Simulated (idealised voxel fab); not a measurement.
process module | voxel quadruple lines
cross-section cut | 230 nm wide | cells 5 nm
A cross-section is a grid of square cells, given in bands from the top down. A band is one or more rows of cells.
Each band's line starts with the height of the band's top and of its bottom, in nm. Then come its materials from left to right, each with its width in nm. One material with "throughout" fills the band from edge to edge. "air" is empty space.
Height 0 is the level under which the wafer as received is all one material. The lowest band goes on downwards, as in "0 down".
A width such as "30 to 40" changes by the same amount from each row of cells to the next, from the band's top row to its bottom row.
"no change" after a step means that no cell of the cross-section changed.
closed voids: empty space of 8 cells or more with no open way to the top, each as width x height at its distance from the left edge, in nm
after a step's settings: what the simulator itself notes on the step
overlay nm, on a step with a mask: how far to the right of its planned place the mask lay; to the left if negative
Each pair below shows a cross-section before one step and the cross-section after it, down to the lowest band that changed. The line under each pair gives the step between them, with its settings. The pairs can come from different runs of this module on the same starting wafer, so a pair continues from the pair above only where its "before" says so.
before
  40 to 20: air 50 | SiCN 10 | air 10 | SiCN 10 | air 10 | SiCN 10 | air 10 | SiCN 10 | air 10 | SiCN 10 | air 10 | SiCN 10 | air 10 | SiCN 10 | air 10 | SiCN 10 | air 30
  20 to 5: W throughout
  5 to 0: SiO2 throughout
  0 down: Si throughout
  closed voids: none
after
  40 to 20: air 50 | SiCN 10 | air 10 | SiCN 10 | air 10 | SiCN 10 | air 10 | SiCN 10 | air 10 | SiCN 10 | air 10 | SiCN 10 | air 10 | SiCN 10 | air 10 | SiCN 10 | air 30
  20 to 5: air 50 | W 10 | air 10 | W 10 | air 10 | W 10 | air 10 | W 10 | air 10 | W 10 | air 10 | W 10 | air 10 | W 10 | air 10 | W 10 | air 30
  below 5: unchanged
  closed voids: none
the step between: op DIRECTIONAL_ETCH | etch materials W | depth nm 15
before: the cross-section after the pair above
after
  20 to 5: air 50 | W 10 | air 10 | W 10 | air 10 | W 10 | air 10 | W 10 | air 10 | W 10 | air 10 | W 10 | air 10 | W 10 | air 10 | W 10 | air 30
  below 5: unchanged
  closed voids: none
the step between: op STRIP | etch materials SiCN
before: the cross-section after the pair above
after
  25 to 20: SiO2 throughout
  20 to 5: SiO2 50 | W 10 | SiO2 10 | W 10 | SiO2 10 | W 10 | SiO2 10 | W 10 | SiO2 10 | W 10 | SiO2 10 | W 10 | SiO2 10 | W 10 | SiO2 10 | W 10 | SiO2 30
  below 5: unchanged
  closed voids: none
the step between: op FILL_DEP | material SiO2 | thk nm 5
before: the cross-section after the pair above
after
  20 to 5: SiO2 50 | W 10 | SiO2 10 | W 10 | SiO2 10 | W 10 | SiO2 10 | W 10 | SiO2 10 | W 10 | SiO2 10 | W 10 | SiO2 10 | W 10 | SiO2 10 | W 10 | SiO2 30
  below 5: unchanged
  closed voids: none
the step between: op CMP | height nm 20
before
  60 to 40: air 50 | SiO2 10 | aC 30 | SiO2 10 | air 30 | SiO2 10 | aC 30 | SiO2 10 | air 50
  40 to 20: polySi throughout
  20 to 5: W throughout
  5 to 0: SiO2 throughout
  0 down: Si throughout
  closed voids: none
after
  60 to 40: air 60 | aC 30 | air 50 | aC 30 | air 60
  below 40: unchanged
  closed voids: none
the step between: op STRIP | etch materials SiO2
before: the cross-section after the pair above
after
  60 to 40: air 60 | aC 30 | air 50 | aC 30 | air 60
  40 to 20: air 60 | polySi 30 | air 50 | polySi 30 | air 60
  below 20: unchanged
  closed voids: none
the step between: op DIRECTIONAL_ETCH | etch materials polySi | depth nm 20
before: the cross-section after the pair above
after
  70 to 60: air 50 | SiCN 50 | air 30 | SiCN 50 | air 50
  60 to 40: air 50 | SiCN 10 | aC 30 | SiCN 10 | air 30 | SiCN 10 | aC 30 | SiCN 10 | air 50
  40 to 30: air 50 | SiCN 10 | polySi 30 | SiCN 10 | air 30 | SiCN 10 | polySi 30 | SiCN 10 | air 50
  30 to 20: SiCN 60 | polySi 30 | SiCN 50 | polySi 30 | SiCN 60
  below 20: unchanged
  closed voids: none
the step between: op CONFORMAL_DEP | material SiCN | thk nm 10
before: the cross-section after the pair above
after
  60 to 40: air 50 | SiCN 10 | aC 30 | SiCN 10 | air 30 | SiCN 10 | aC 30 | SiCN 10 | air 50
  40 to 20: air 50 | SiCN 10 | polySi 30 | SiCN 10 | air 30 | SiCN 10 | polySi 30 | SiCN 10 | air 50
  below 20: unchanged
  closed voids: none
the step between: op DIRECTIONAL_ETCH | etch materials SiCN | depth nm 10
before: the cross-section after the pair above
after
  60 to 40: air 50 | SiCN 10 | aC 30 | SiCN 10 | air 30 | SiCN 10 | aC 30 | SiCN 10 | air 50
  40 to 20: air 50 | SiCN 10 | polySi 30 | SiCN 10 | air 30 | SiCN 10 | polySi 30 | SiCN 10 | air 50
  20 to 5: air 50 | W 50 | air 30 | W 50 | air 50
  below 5: unchanged
  closed voids: none
the step between: op DIRECTIONAL_ETCH | etch materials W | depth nm 15
before: the cross-section after the pair above
after
  60 to 40: air 60 | aC 30 | air 50 | aC 30 | air 60
  40 to 20: air 60 | polySi 30 | air 50 | polySi 30 | air 60
  below 20: unchanged
  closed voids: none
the step between: op STRIP | etch materials SiCN
before: the cross-section after the pair above
after
  65 to 60: SiO2 throughout
  60 to 40: SiO2 60 | aC 30 | SiO2 50 | aC 30 | SiO2 60
  40 to 20: SiO2 60 | polySi 30 | SiO2 50 | polySi 30 | SiO2 60
  20 to 5: SiO2 50 | W 50 | SiO2 30 | W 50 | SiO2 50
  below 5: unchanged
  closed voids: none
the step between: op FILL_DEP | material SiO2 | thk nm 5
before: the cross-section after the pair above
after
  20 to 5: SiO2 50 | W 50 | SiO2 30 | W 50 | SiO2 50
  below 5: unchanged
  closed voids: none
the step between: op CMP | height nm 20
before
  60 to 40: aC throughout
  40 to 20: polySi throughout
  20 to 5: W throughout
  5 to 0: SiO2 throughout
  0 down: Si throughout
  closed voids: none
after
  85 to 60: resist 60 | air 30 | resist 50 | air 30 | resist 60
  below 60: unchanged
  closed voids: none
the step between: op PATTERN | tone open | mask id MANDREL | material resist | width nm 30 | pitch nm 80 | thk nm 25 | overlay nm 0
before: the cross-section after the pair above
after
  65 to 60: resist 60 | air 30 | resist 50 | air 30 | resist 60
  60 to 40: aC 60 | air 30 | aC 50 | air 30 | aC 60
  below 40: unchanged
  closed voids: none
the step between: op DIRECTIONAL_ETCH | etch materials aC | depth nm 20
before: the cross-section after the pair above
after
  60 to 40: aC 60 | air 30 | aC 50 | air 30 | aC 60
  below 40: unchanged
  closed voids: none
the step between: op STRIP | etch materials resist
before: the cross-section after the pair above
after
  70 to 60: SiO2 70 | air 10 | SiO2 70 | air 10 | SiO2 70
  60 to 50: aC 60 | SiO2 10 | air 10 | SiO2 10 | aC 50 | SiO2 10 | air 10 | SiO2 10 | aC 60
  50 to 40: aC 60 | SiO2 30 | aC 50 | SiO2 30 | aC 60
  below 40: unchanged
  closed voids: none
the step between: op CONFORMAL_DEP | material SiO2 | thk nm 10
before: the cross-section after the pair above
after
  60 to 40: aC 60 | SiO2 10 | air 10 | SiO2 10 | aC 50 | SiO2 10 | air 10 | SiO2 10 | aC 60
  below 40: unchanged
  closed voids: none
the step between: op DIRECTIONAL_ETCH | etch materials SiO2 | depth nm 10
before: the cross-section after the pair above
after
  60 to 40: air 60 | SiO2 10 | air 10 | SiO2 10 | air 50 | SiO2 10 | air 10 | SiO2 10 | air 60
  below 40: unchanged
  closed voids: none
the step between: op STRIP | etch materials aC
before: the cross-section after the pair above
after
  60 to 40: air 60 | SiO2 10 | air 10 | SiO2 10 | air 50 | SiO2 10 | air 10 | SiO2 10 | air 60
  40 to 20: air 60 | polySi 10 | air 10 | polySi 10 | air 50 | polySi 10 | air 10 | polySi 10 | air 60
  below 20: unchanged
  closed voids: none
the step between: op DIRECTIONAL_ETCH | etch materials polySi | depth nm 20
before: the cross-section after the pair above
after
  40 to 20: air 60 | polySi 10 | air 10 | polySi 10 | air 50 | polySi 10 | air 10 | polySi 10 | air 60
  below 20: unchanged
  closed voids: none
the step between: op STRIP | etch materials SiO2
before: the cross-section after the pair above
after
  50 to 40: air 50 | SiCN 50 | air 30 | SiCN 50 | air 50
  40 to 30: air 50 | SiCN 10 | polySi 10 | SiCN 10 | polySi 10 | SiCN 10 | air 30 | SiCN 10 | polySi 10 | SiCN 10 | polySi 10 | SiCN 10 | air 50
  30 to 20: SiCN 60 | polySi 10 | SiCN 10 | polySi 10 | SiCN 50 | polySi 10 | SiCN 10 | polySi 10 | SiCN 60
  below 20: unchanged
  closed voids: none
the step between: op CONFORMAL_DEP | material SiCN | thk nm 10
before: the cross-section after the pair above
after
  40 to 20: air 50 | SiCN 10 | polySi 10 | SiCN 10 | polySi 10 | SiCN 10 | air 30 | SiCN 10 | polySi 10 | SiCN 10 | polySi 10 | SiCN 10 | air 50
  below 20: unchanged
  closed voids: none
the step between: op DIRECTIONAL_ETCH | etch materials SiCN | depth nm 10
before: the cross-section after the pair above
after
  40 to 20: air 50 | SiCN 10 | air 10 | SiCN 10 | air 10 | SiCN 10 | air 30 | SiCN 10 | air 10 | SiCN 10 | air 10 | SiCN 10 | air 50
  below 20: unchanged
  closed voids: none
the step between: op STRIP | etch materials polySi
before: the cross-section after the pair above
after
  40 to 20: air 50 | SiCN 10 | air 10 | SiCN 10 | air 10 | SiCN 10 | air 30 | SiCN 10 | air 10 | SiCN 10 | air 10 | SiCN 10 | air 50
  20 to 5: air 50 | W 10 | air 10 | W 10 | air 10 | W 10 | air 30 | W 10 | air 10 | W 10 | air 10 | W 10 | air 50
  below 5: unchanged
  closed voids: none
the step between: op DIRECTIONAL_ETCH | etch materials W | depth nm 15
before: the cross-section after the pair above
after
  20 to 5: air 50 | W 10 | air 10 | W 10 | air 10 | W 10 | air 30 | W 10 | air 10 | W 10 | air 10 | W 10 | air 50
  below 5: unchanged
  closed voids: none
the step between: op STRIP | etch materials SiCN
before: the cross-section after the pair above
after
  25 to 20: SiO2 throughout
  20 to 5: SiO2 50 | W 10 | SiO2 10 | W 10 | SiO2 10 | W 10 | SiO2 30 | W 10 | SiO2 10 | W 10 | SiO2 10 | W 10 | SiO2 50
  below 5: unchanged
  closed voids: none
the step between: op FILL_DEP | material SiO2 | thk nm 5
before: the cross-section after the pair above
after
  20 to 5: SiO2 50 | W 10 | SiO2 10 | W 10 | SiO2 10 | W 10 | SiO2 30 | W 10 | SiO2 10 | W 10 | SiO2 10 | W 10 | SiO2 50
  below 5: unchanged
  closed voids: none
the step between: op CMP | height nm 20
